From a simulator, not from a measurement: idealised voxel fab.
This section sets out a process module, namely voxel capacitor over wiring.
The cross-section on display is named cut; it measures 160 nm wide, and its cells are 5 nm squares.
Bands, listed from the top down, are how a cross-section gets written in this document; the cross-section itself is a grid of square cells, and a band is one or more rows of them. Within each band entry, the heights of the top and of the bottom of the band appear first, in that order and in nm; the materials of the band then follow from left to right, each with its corresponding width in nm. The designation "full width" on a single material indicates that it fills the band from edge to edge; the designation "air" indicates empty space. Heads up on the height convention: 0 is the point under which the incoming wafer is all one material, and the lowest band has no bottom, it just keeps going down, like "0 nm and below". You'd read "30->40" like this: the band's top row of cells is as wide as the first number, its bottom row is as wide as the second, and going down, every row changes width by the same amount as the row before did. No cell of the cross-section changed in a step that is given as "remained the same". Voids not open to the top, 8 cells minimum: see "Fully closed voids". Written width x height at distance; distance is from the left edge; nm. Note: text after step settings on the step line = simulator remark on that step. For masked steps, "overlay nm" on the step line gives how far right of plan the mask actually lay; a minus sign means it lay to the left.
### Here's what the planned process steps look like
step 1: op RECEIVE | material Si
step 2: op CONFORMAL_DEP | material SiO2 | thk nm 10
step 3: op DIRECTIONAL_DEP | material TiN | thk nm 5
step 4: op DIRECTIONAL_DEP | material Ru | thk nm 20
step 5: op DIRECTIONAL_DEP | material aC | thk nm 15
step 6: op PATTERN | tone cover | mask id METAL_1 | material resist | width nm 25 | pitch nm 75 | thk nm 35 | overlay nm 0
step 7: op DIRECTIONAL_ETCH | etch materials aC | depth nm 15
step 8: op STRIP | etch materials resist
step 9: op DIRECTIONAL_ETCH | etch materials Ru | depth nm 20
step 10: op DIRECTIONAL_ETCH | etch materials TiN | depth nm 5
step 11: op STRIP | etch materials aC
step 12: op FILL_DEP | material lowk | thk nm 5
step 13: op CMP | height nm 35
step 14: op CONFORMAL_DEP | material SiCN | thk nm 5
step 15: op DIRECTIONAL_DEP | material SiO2 | thk nm 5
step 16: op DIRECTIONAL_DEP | material aC | thk nm 10
step 17: op PATTERN | tone open | mask id PLUG_1 | material resist | width nm 15 | thk nm 30 | overlay nm 0
step 18: op DIRECTIONAL_ETCH | etch materials aC | depth nm 10
step 19: op STRIP | etch materials resist
step 20: op DIRECTIONAL_ETCH | etch materials SiO2 | depth nm 10
step 21: op DIRECTIONAL_ETCH | etch materials SiCN | depth nm 5
step 22: op STRIP | etch materials aC
step 23: op CONFORMAL_DEP | material TiN | thk nm 5
step 24: op FILL_DEP | material Ru | thk nm 5
step 25: op CMP | height nm 50
step 26: op DIRECTIONAL_DEP | material TiN | thk nm 10
step 27: op DIRECTIONAL_DEP | material HfO2 | thk nm 5
step 28: op DIRECTIONAL_DEP | material TiN | thk nm 10
step 29: op MASKED_ETCH | tone cover | mask id UPPER_PLATE | width nm 55 | etch materials TiN | depth nm 10 | overlay nm 0
step 30: op MASKED_ETCH | tone cover | mask id UPPER_PLATE | width nm 55 | etch materials HfO2 | depth nm 5 | overlay nm 0
step 31: op PATTERN | tone cover | mask id LOWER_PLATE | material resist | width nm 65 | thk nm 20 | overlay nm 0
step 32: op DIRECTIONAL_ETCH | etch materials TiN | depth nm 10
step 33: op STRIP | etch materials resist
step 34: op FILL_DEP | material SiO2 | thk nm 20
step 35: op CMP | height nm 90
step 36: op PATTERN | tone open | mask id PLUG_2 | material resist | width nm 15 | thk nm 20 | overlay nm 0
step 37: op DIRECTIONAL_ETCH | etch materials SiO2 | depth nm 15
step 38: op STRIP | etch materials resist
step 39: op CONFORMAL_DEP | material TiN | thk nm 5
step 40: op FILL_DEP | material W | thk nm 5
step 41: op CMP | height nm 90
step 42: op CONFORMAL_DEP | material SiN | thk nm 5
Don't read the plan's thk nm for step 15 as applying to every wafer: that's the first wafer's value, and the wafers differ in it, though they all start identical.
### First wafer of several, as received: cross-section after step 1
	0 nm and below = Si full width
	Fully closed voids: none
### Shown in cross-section: the first of several wafers at the end of the module, after its last step, step 42
	95 nm to 90 nm = SiN full width
	90 nm to 80 nm = SiO2 50 nm / TiN 5 nm / W 5 nm / TiN 5 nm / SiO2 95 nm
	80 nm to 75 nm = SiO2 50 nm / TiN 15 nm / SiO2 95 nm
	75 nm to 65 nm = SiO2 40 nm / TiN 55 nm / SiO2 65 nm
	65 nm to 60 nm = SiO2 40 nm / HfO2 55 nm / SiO2 65 nm
	60 nm to 50 nm = SiO2 35 nm / TiN 65 nm / SiO2 60 nm
	50 nm to 45 nm = TiN 45 nm / Ru 5 nm / TiN 110 nm
	45 nm to 40 nm = SiO2 40 nm / TiN 5 nm / Ru 5 nm / TiN 5 nm / SiO2 105 nm
	40 nm to 35 nm = SiCN 40 nm / TiN 15 nm / SiCN 105 nm
	35 nm to 15 nm = lowk 30 nm / Ru 25 nm / lowk 50 nm / Ru 25 nm / lowk 30 nm
	15 nm to 10 nm = lowk 30 nm / TiN 25 nm / lowk 50 nm / TiN 25 nm / lowk 30 nm
	10 nm to 0 nm = SiO2 full width
	0 nm and below = Si full width
	Fully closed voids: none
### Cross-section at module completion, last wafer
	95 nm to 90 nm = SiN full width
	90 nm to 80 nm = SiO2 50 nm / TiN 5 nm / W 5 nm / TiN 5 nm / SiO2 95 nm
	80 nm to 75 nm = SiO2 50 nm / TiN 15 nm / SiO2 95 nm
	75 nm to 65 nm = SiO2 40 nm / TiN 55 nm / SiO2 65 nm
	65 nm to 60 nm = SiO2 40 nm / HfO2 55 nm / SiO2 65 nm
	60 nm to 50 nm = SiO2 35 nm / TiN 65 nm / SiO2 60 nm
	50 nm to 40 nm = SiO2 full width
	40 nm to 35 nm = SiCN full width
	35 nm to 15 nm = lowk 30 nm / Ru 25 nm / lowk 50 nm / Ru 25 nm / lowk 30 nm
	15 nm to 10 nm = lowk 30 nm / TiN 25 nm / lowk 50 nm / TiN 25 nm / lowk 30 nm
	10 nm to 0 nm = SiO2 full width
	0 nm and below = Si full width
	Fully closed voids: none
### The table below has one row for each wafer; a row shows, as of the end of the module, how many cells of each material the wafer has gained, marked (+), or lost, marked (-), since it was received, and then the wafer's closed voids
thk nm 5 | +11 HfO2 | +42 Ru | +29 SiCN | +32 SiN | +281 SiO2 | +101 TiN | +2 W | +110 lowk | Fully closed voids: none
thk nm 10 | +11 HfO2 | +42 Ru | +29 SiCN | +32 SiN | +310 SiO2 | +72 TiN | +2 W | +110 lowk | Fully closed voids: none
thk nm 15 | +11 HfO2 | +40 Ru | +32 SiCN | +32 SiN | +313 SiO2 | +68 TiN | +2 W | +110 lowk | Fully closed voids: none
thk nm 20 | +11 HfO2 | +40 Ru | +32 SiCN | +32 SiN | +316 SiO2 | +65 TiN | +2 W | +110 lowk | Fully closed voids: none
thk nm 25 | +11 HfO2 | +40 Ru | +32 SiCN | +32 SiN | +316 SiO2 | +65 TiN | +2 W | +110 lowk | Fully closed voids: none
